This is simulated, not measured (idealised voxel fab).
Herein follows the process module entitled voxel wiring stack.
Cross-section cut spans 210 nm and uses square cells 5 nm in size.
How to read a cross-section here: the picture is a grid of square cells, written as bands going from the top down, and any band can span one or more rows of cells.
Band: top and bottom heights (nm) first, top before bottom; then materials from left to right, widths in nm. "edge to edge" marks a sole material filling the band edge to edge. "empty" denotes empty space.
Basically, 0 is our baseline, since under it the wafer straight out of the box is all one material. The bottom band has no lower end and keeps on going down, so it looks like "0 -> down".
A width such as "30->40" changes by the same amount from each row of cells to the next, from the band's top row to its bottom row.
The designation "nothing got changed", where it is given for a processing step, indicates that no cell of the cross-section was altered in the course of that step.
"Enclosed void listing" - sealed voids, min. 8 cells, no opening to top; format: width x height at distance (distance from left edge; nm throughout).
On each step's line, the part that comes after the settings is the simulator's own comment on the step.
"overlay nm" on a masked step: distance the mask lay right of its planned place, negative for left.
### The planned process steps are enumerated hereunder
- 1: RECEIVE (material Si)
- 2: CONFORMAL_DEP (material SiO2; thk nm 15)
- 3: CONFORMAL_DEP (material SiCN; thk nm 5)
- 4: DIRECTIONAL_DEP (material lowk; thk nm 15)
- 5: PATTERN (tone open; mask id METAL_1; material resist; width nm 30; pitch nm 45; thk nm 15; overlay nm 0)
- 6: DIRECTIONAL_ETCH (etch materials lowk; depth nm 15)
- 7: DIRECTIONAL_ETCH (etch materials SiCN; depth nm 5)
- 8: STRIP (etch materials resist)
- 9: CONFORMAL_DEP (material TiN; thk nm 5)
- 10: FILL_DEP (material W; thk nm 5)
- 11: CMP (height nm 35)
- 12: CONFORMAL_DEP (material SiCN; thk nm 5)
- 13: DIRECTIONAL_DEP (material lowk; thk nm 20)
- 14: PATTERN (tone open; mask id PLUG_1; material resist; width nm 15; pitch nm 45; thk nm 20; overlay nm 0)
- 15: DIRECTIONAL_ETCH (etch materials lowk; depth nm 20)
- 16: DIRECTIONAL_ETCH (etch materials SiCN; depth nm 5)
- 17: STRIP (etch materials resist)
- 18: CONFORMAL_DEP (material TiN; thk nm 5)
- 19: FILL_DEP (material Ru; thk nm 10)
- 20: CMP (height nm 60)
- 21: DIRECTIONAL_DEP (material TiN; thk nm 5)
- 22: DIRECTIONAL_DEP (material W; thk nm 25)
- 23: DIRECTIONAL_DEP (material aC; thk nm 10)
- 24: PATTERN (tone cover; mask id METAL_2; material resist; width nm 30; pitch nm 45; thk nm 30; overlay nm 0)
- 25: DIRECTIONAL_ETCH (etch materials aC; depth nm 10)
- 26: STRIP (etch materials resist)
- 27: DIRECTIONAL_ETCH (etch materials W; depth nm 25)
- 28: DIRECTIONAL_ETCH (etch materials TiN; depth nm 5)
- 29: STRIP (etch materials aC)
- 30: FILL_DEP (material lowk; thk nm 5)
- 31: CMP (height nm 90)
- 32: CONFORMAL_DEP (material SiCN; thk nm 5)
- 33: DIRECTIONAL_DEP (material SiO2; thk nm 35)
- 34: PATTERN (tone open; mask id METAL_3_HOLES; material resist; width nm 15; pitch nm 45; thk nm 20; overlay nm 0)
- 35: DIRECTIONAL_ETCH (etch materials SiO2; depth nm 35)
- 36: STRIP (etch materials resist)
- 37: DIRECTIONAL_DEP (material aC; thk nm 15)
- 38: PATTERN (tone open; mask id METAL_3; material resist; width nm 30; pitch nm 45; thk nm 30; overlay nm 0)
- 39: DIRECTIONAL_ETCH (etch materials aC; depth nm 15)
- 40: STRIP (etch materials resist)
- 41: DIRECTIONAL_ETCH (etch materials SiO2; depth nm 20)
- 42: DIRECTIONAL_ETCH (etch materials SiCN; depth nm 5)
- 43: STRIP (etch materials aC)
- 44: CONFORMAL_DEP (material TiN; thk nm 5)
- 45: FILL_DEP (material Ru; thk nm 10)
- 46: CMP (height nm 130)
- 47: CONFORMAL_DEP (material SiN; thk nm 5)
### This is the cross-section of the wafer as we received it, i.e. after step 1
- 0 -> down = Si edge to edge
- Enclosed void listing: none
### first wafer at the end, as planned
- 135 -> 130 = SiN edge to edge
- 130 -> 115 = 20 of SiO2, then 5 of TiN, then 20 of Ru, then 5 of TiN, then 15 of SiO2, then 5 of TiN, then 20 of Ru, then 5 of TiN, then 15 of SiO2, then 5 of TiN, then 20 of Ru, then 5 of TiN, then 15 of SiO2, then 5 of TiN, then 20 of Ru, then 5 of TiN, then 25 of SiO2
- 115 -> 110 = 20 of SiO2, then 5 of TiN, then 5 of Ru, then 20 of TiN, then 15 of SiO2, then 5 of TiN, then 5 of Ru, then 20 of TiN, then 15 of SiO2, then 5 of TiN, then 5 of Ru, then 20 of TiN, then 15 of SiO2, then 5 of TiN, then 5 of Ru, then 20 of TiN, then 25 of SiO2
- 110 -> 95 = 20 of SiO2, then 5 of TiN, then 5 of Ru, then 5 of TiN, then 30 of SiO2, then 5 of TiN, then 5 of Ru, then 5 of TiN, then 30 of SiO2, then 5 of TiN, then 5 of Ru, then 5 of TiN, then 30 of SiO2, then 5 of TiN, then 5 of Ru, then 5 of TiN, then 40 of SiO2
- 95 -> 90 = 20 of SiCN, then 15 of TiN, then 30 of SiCN, then 15 of TiN, then 30 of SiCN, then 15 of TiN, then 30 of SiCN, then 15 of TiN, then 40 of SiCN
- 90 -> 65 = 20 of lowk, then 30 of W, then 15 of lowk, then 30 of W, then 15 of lowk, then 30 of W, then 15 of lowk, then 30 of W, then 25 of lowk
- 65 -> 60 = 20 of lowk, then 30 of TiN, then 15 of lowk, then 30 of TiN, then 15 of lowk, then 30 of TiN, then 15 of lowk, then 30 of TiN, then 25 of lowk
- 60 -> 40 = 20 of lowk, then 5 of TiN, then 5 of Ru, then 5 of TiN, then 30 of lowk, then 5 of TiN, then 5 of Ru, then 5 of TiN, then 30 of lowk, then 5 of TiN, then 5 of Ru, then 5 of TiN, then 30 of lowk, then 5 of TiN, then 5 of Ru, then 5 of TiN, then 40 of lowk
- 40 -> 35 = 20 of SiCN, then 15 of TiN, then 30 of SiCN, then 15 of TiN, then 30 of SiCN, then 15 of TiN, then 30 of SiCN, then 15 of TiN, then 40 of SiCN
- 35 -> 20 = 20 of lowk, then 5 of TiN, then 20 of W, then 5 of TiN, then 15 of lowk, then 5 of TiN, then 20 of W, then 5 of TiN, then 15 of lowk, then 5 of TiN, then 20 of W, then 5 of TiN, then 15 of lowk, then 5 of TiN, then 20 of W, then 5 of TiN, then 25 of lowk
- 20 -> 15 = 20 of SiCN, then 30 of TiN, then 15 of SiCN, then 30 of TiN, then 15 of SiCN, then 30 of TiN, then 15 of SiCN, then 30 of TiN, then 25 of SiCN
- 15 -> 0 = SiO2 edge to edge
- 0 -> down = Si edge to edge
- Enclosed void listing: none
### Cross-sectional view: second of two wafers, end of module; start and plan identical to the first, one mistake in running
- 135 -> 130 = SiN edge to edge
- 130 -> 115 = 20 of SiO2, then 5 of TiN, then 20 of Ru, then 5 of TiN, then 15 of SiO2, then 5 of TiN, then 20 of Ru, then 5 of TiN, then 15 of SiO2, then 5 of TiN, then 20 of Ru, then 5 of TiN, then 15 of SiO2, then 5 of TiN, then 20 of Ru, then 5 of TiN, then 25 of SiO2
- 115 -> 110 = 20 of SiO2, then 5 of TiN, then 5 of Ru, then 20 of TiN, then 15 of SiO2, then 5 of TiN, then 5 of Ru, then 20 of TiN, then 15 of SiO2, then 5 of TiN, then 5 of Ru, then 20 of TiN, then 15 of SiO2, then 5 of TiN, then 5 of Ru, then 20 of TiN, then 25 of SiO2
- 110 -> 95 = 20 of SiO2, then 5 of TiN, then 5 of Ru, then 5 of TiN, then 30 of SiO2, then 5 of TiN, then 5 of Ru, then 5 of TiN, then 30 of SiO2, then 5 of TiN, then 5 of Ru, then 5 of TiN, then 30 of SiO2, then 5 of TiN, then 5 of Ru, then 5 of TiN, then 40 of SiO2
- 95 -> 90 = 20 of SiCN, then 15 of TiN, then 30 of SiCN, then 15 of TiN, then 30 of SiCN, then 15 of TiN, then 30 of SiCN, then 15 of TiN, then 40 of SiCN
- 90 -> 65 = 20 of lowk, then 30 of W, then 15 of lowk, then 30 of W, then 15 of lowk, then 30 of W, then 15 of lowk, then 30 of W, then 25 of lowk
- 65 -> 60 = 20 of lowk, then 30 of TiN, then 15 of lowk, then 30 of TiN, then 15 of lowk, then 30 of TiN, then 15 of lowk, then 30 of TiN, then 25 of lowk
- 60 -> 40 = 20 of lowk, then 5 of TiN, then 5 of Ru, then 5 of TiN, then 30 of lowk, then 5 of TiN, then 5 of Ru, then 5 of TiN, then 30 of lowk, then 5 of TiN, then 5 of Ru, then 5 of TiN, then 30 of lowk, then 5 of TiN, then 5 of Ru, then 5 of TiN, then 40 of lowk
- 40 -> 35 = 20 of SiCN, then 15 of TiN, then 30 of SiCN, then 15 of TiN, then 30 of SiCN, then 15 of TiN, then 30 of SiCN, then 15 of TiN, then 40 of SiCN
- 35 -> 30 = 25 of TiN, then 20 of W, then 25 of TiN, then 20 of W, then 25 of TiN, then 20 of W, then 25 of TiN, then 20 of W, then 30 of TiN
- 30 -> 20 = 20 of lowk, then 5 of TiN, then 20 of W, then 5 of TiN, then 15 of lowk, then 5 of TiN, then 20 of W, then 5 of TiN, then 15 of lowk, then 5 of TiN, then 20 of W, then 5 of TiN, then 15 of lowk, then 5 of TiN, then 20 of W, then 5 of TiN, then 25 of lowk
- 20 -> 15 = 20 of SiCN, then 30 of TiN, then 15 of SiCN, then 30 of TiN, then 15 of SiCN, then 30 of TiN, then 15 of SiCN, then 30 of TiN, then 25 of SiCN
- 15 -> 0 = SiO2 edge to edge
- 0 -> down = Si edge to edge
- Enclosed void listing: none
Run error: step 4 was not run as planned; what actually ran was DIRECTIONAL_DEP (material lowk; thk nm 10)
FYI, end of process, the second wafer has more or fewer cells of some materials than the first: TiN +18 | lowk -18
